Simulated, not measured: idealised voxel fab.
The document below concerns the process module designated voxel spacer lines.
The cross-section shown here is cut; it is 240 nm wide and divided into square cells measuring 5 nm on a side.
A cross-section is written here as square cells arranged in a grid, and it is given in bands from the top down, each band taking up one or more rows of cells.
Heights first: top, then bottom, in nm. Then materials, left to right, each with a width in nm. "full width" on a single material: fills the band edge to edge. "blank": empty space.
Zero point of the height axis is 0; under it, received wafer = one material. Lowest band: continues down indefinitely, "0 nm and below".
A two-number width, for instance "30..40", indicates that the width is equal to the first number in the top row of the band and to the second number in the bottom row, and that it changes by a constant amount per row of cells.
It should be understood that the words "no alterations made", when stated for a given step, signify that the cross-section underwent no change in any of its cells during that step.
Reported under the label "Voids, enclosed" are the empty spaces having no open way to the top and comprising 8 cells or more; the notation for each is width x height at distance, in which the distance is measured from the left edge and all three values are in nm.
The remark found on a step's line after its settings is issued by the simulator itself and pertains to that step.
The optional step-line setting "overlay nm" applies to steps with a mask and quantifies how far to the right of its planned location the mask lay, a negative value indicating leftward placement.

This section lists the process steps that were planned:
1. RECEIVE, material Si
2. CONFORMAL_DEP, material Al2O3, thk nm 5
3. DIRECTIONAL_DEP, material SiN, thk nm 15
4. DIRECTIONAL_DEP, material aC, thk nm 30
5. PATTERN, tone cover, mask id MANDREL, material resist, width nm 15, pitch nm 60, thk nm 40, overlay nm 0
6. DIRECTIONAL_ETCH, etch materials aC, depth nm 30
7. STRIP, etch materials resist
8. CONFORMAL_DEP, material SiO2, thk nm 15
9. DIRECTIONAL_ETCH, etch materials SiO2, depth nm 15
10. STRIP, etch materials aC
11. DIRECTIONAL_ETCH, etch materials SiN, depth nm 15
12. STRIP, etch materials SiO2

First of two wafers - as planned:

Incoming wafer in cross-section (state: after step 1):
  0 nm and below = Si full width
  Voids, enclosed: none

Cross-section: wafer state after step 2:
  5 nm to 0 nm = Al2O3 full width
  Under 0: no change, same as before.

Cross-section: wafer state after step 3:
  20 nm to 5 nm = SiN full width
  Under 5: no change, same as before.

Cross-section: wafer state after step 4:
  50 nm to 20 nm = aC full width
  Under 20: no change, same as before.

Cross-section: wafer state after step 5:
  90 nm to 50 nm = blank (50); resist (15); blank (45); resist (15); blank (45); resist (15); blank (55)
  Under 50: no change, same as before.

Cross-section: wafer state after step 6:
  60 nm to 50 nm = blank (50); resist (15); blank (45); resist (15); blank (45); resist (15); blank (55)
  50 nm to 20 nm = blank (50); aC (15); blank (45); aC (15); blank (45); aC (15); blank (55)
  Under 20: no change, same as before.

Cross-section: wafer state after step 7:
  50 nm to 20 nm = blank (50); aC (15); blank (45); aC (15); blank (45); aC (15); blank (55)
  Under 20: no change, same as before.

Cross-section: wafer state after step 8:
  65 nm to 50 nm = blank (35); SiO2 (45); blank (15); SiO2 (45); blank (15); SiO2 (45); blank (40)
  50 nm to 35 nm = blank (35); SiO2 (15); aC (15); SiO2 (15); blank (15); SiO2 (15); aC (15); SiO2 (15); blank (15); SiO2 (15); aC (15); SiO2 (15); blank (40)
  35 nm to 20 nm = SiO2 (50); aC (15); SiO2 (45); aC (15); SiO2 (45); aC (15); SiO2 (55)
  Under 20: no change, same as before.

Cross-section: wafer state after step 9:
  50 nm to 20 nm = blank (35); SiO2 (15); aC (15); SiO2 (15); blank (15); SiO2 (15); aC (15); SiO2 (15); blank (15); SiO2 (15); aC (15); SiO2 (15); blank (40)
  Under 20: no change, same as before.

Cross-section: wafer state after step 10:
  50 nm to 20 nm = blank (35); SiO2 (15); blank (15); SiO2 (15); blank (15); SiO2 (15); blank (15); SiO2 (15); blank (15); SiO2 (15); blank (15); SiO2 (15); blank (40)
  Under 20: no change, same as before.

Cross-section: wafer state after step 11:
  50 nm to 20 nm = blank (35); SiO2 (15); blank (15); SiO2 (15); blank (15); SiO2 (15); blank (15); SiO2 (15); blank (15); SiO2 (15); blank (15); SiO2 (15); blank (40)
  20 nm to 5 nm = blank (35); SiN (15); blank (15); SiN (15); blank (15); SiN (15); blank (15); SiN (15); blank (15); SiN (15); blank (15); SiN (15); blank (40)
  Under 5: no change, same as before.

Cross-section: wafer state after step 12:
  20 nm to 5 nm = blank (35); SiN (15); blank (15); SiN (15); blank (15); SiN (15); blank (15); SiN (15); blank (15); SiN (15); blank (15); SiN (15); blank (40)
  Under 5: no change, same as before.

Second wafer: like start, like plan, one mistake. Through step 7 it matches the first wafer:

The second wafer in cross-section, at the planned close of step 8:
  65 nm to 50 nm = blank (35); SiN (45); blank (15); SiN (45); blank (15); SiN (45); blank (40)
  50 nm to 35 nm = blank (35); SiN (15); aC (15); SiN (15); blank (15); SiN (15); aC (15); SiN (15); blank (15); SiN (15); aC (15); SiN (15); blank (40)
  35 nm to 20 nm = SiN (50); aC (15); SiN (45); aC (15); SiN (45); aC (15); SiN (55)
  Under 20: no change, same as before.

The second wafer in cross-section, at the planned close of step 9: no alterations made

The second wafer in cross-section, at the planned close of step 10: no alterations made

The second wafer in cross-section, at the planned close of step 11:
  50 nm to 20 nm = blank (35); SiN (15); aC (15); SiN (15); blank (15); SiN (15); aC (15); SiN (15); blank (15); SiN (15); aC (15); SiN (15); blank (40)
  Under 20: no change, same as before.

The second wafer in cross-section, at the planned close of step 12: no alterations made
Deviation from plan: step 8, actual vs plan mismatch, actual run CONFORMAL_DEP, material SiN, thk nm 15
End check, counted in cells, second wafer has more or fewer of these materials than the first: +198 SiN, +54 aC
